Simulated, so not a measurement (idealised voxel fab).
Module name: voxel spacer lines (process module)
Xsec cut, 240 nm wide, square cell size 5 nm.
Think of the cross-section as a grid of square cells. We describe it in bands, top to bottom, and each band covers one or more rows of those cells. Band entry format. Leading values: height of top, height of bottom, nm. Remainder: materials in left-to-right order, each with its width in nm. Special words: "edge to edge" on a single material, which then fills the band edge to edge; "air", empty space. Height reference: 0 = level under which incoming wafer is all one material. Lowest band: no bottom, runs on downward, e.g. "top 0, no bottom". The notation "30->40" denotes a width that varies across the rows of cells in the band, beginning at the first number in the top row, finishing at the second number in the bottom row, and changing by an identical amount from each row to the next. "no modification", as given for a step, is the statement that not any cell of the cross-section underwent a change during that step. The label "Fully enclosed voids" introduces a list of the empty spaces, 8 cells or larger, that have no open way up to the top; each entry in it reads width x height at distance, where the distance is taken from the left edge and all three are stated in nm. If you see something after the settings on a step's line, that's the simulator's own remark about that step. "overlay nm" denotes, for a step that has a mask, the displacement of the mask to the right of its planned place, with negative values corresponding to the left.
# These are the steps we planned for the process
| 1 | RECEIVE (material Si) |
| 2 | CONFORMAL_DEP (material Al2O3; thk nm 5) |
| 3 | DIRECTIONAL_DEP (material polySi; thk nm 20) |
| 4 | DIRECTIONAL_DEP (material aC; thk nm 25) |
| 5 | PATTERN (tone cover; mask id MANDREL; material resist; width nm 15; pitch nm 50; thk nm 30; overlay nm -15) |
| 6 | DIRECTIONAL_ETCH (etch materials aC; depth nm 25) |
| 7 | STRIP (etch materials resist) |
| 8 | CONFORMAL_DEP (material SiO2; thk nm 10) |
| 9 | DIRECTIONAL_ETCH (etch materials SiO2; depth nm 10) |
| 10 | STRIP (etch materials aC) |
| 11 | DIRECTIONAL_ETCH (etch materials polySi; depth nm 20) |
| 12 | STRIP (etch materials SiO2) |
| 13 | FILL_DEP (material SiO2; thk nm 10) |
| 14 | CMP (height nm 25) |
What sets these wafers apart? The overlay nm at step 5. They all start alike, and the plan carries the first wafer's value.
# Cross-section, first of several wafers, as delivered after step 1
    top 0, no bottom: Si edge to edge
    Fully enclosed voids: none
# The first of several wafers, seen in cross-section after the module's last step, step 14
    top 25, bottom 5: 35 nm SiO2 | 10 nm polySi | 15 nm SiO2 | 10 nm polySi | 15 nm SiO2 | 10 nm polySi | 15 nm SiO2 | 10 nm polySi | 15 nm SiO2 | 10 nm polySi | 15 nm SiO2 | 10 nm polySi | 70 nm SiO2
    top 5, bottom 0: Al2O3 edge to edge
    top 0, no bottom: Si edge to edge
    Fully enclosed voids: none
# Last wafer x-sec, end of module
    top 25, bottom 5: 65 nm SiO2 | 10 nm polySi | 15 nm SiO2 | 10 nm polySi | 15 nm SiO2 | 10 nm polySi | 15 nm SiO2 | 10 nm polySi | 15 nm SiO2 | 10 nm polySi | 15 nm SiO2 | 10 nm polySi | 40 nm SiO2
    top 5, bottom 0: Al2O3 edge to edge
    top 0, no bottom: Si edge to edge
    Fully enclosed voids: none
# Here is how to read the rows: every wafer has a row, and it shows the wafer at the end of the module, giving for each material how many cells were gained (+) or lost (-) since the wafer was received, then listing its closed voids
overlay nm -15 | +48 Al2O3 | +144 SiO2 | +48 polySi | Fully enclosed voids: none
overlay nm -10 | +48 Al2O3 | +144 SiO2 | +48 polySi | Fully enclosed voids: none
overlay nm -5 | +48 Al2O3 | +144 SiO2 | +48 polySi | Fully enclosed voids: none
overlay nm 0 | +48 Al2O3 | +144 SiO2 | +48 polySi | Fully enclosed voids: none
overlay nm 5 | +48 Al2O3 | +144 SiO2 | +48 polySi | Fully enclosed voids: none
overlay nm 10 | +48 Al2O3 | +144 SiO2 | +48 polySi | Fully enclosed voids: none
overlay nm 15 | +48 Al2O3 | +144 SiO2 | +48 polySi | Fully enclosed voids: none
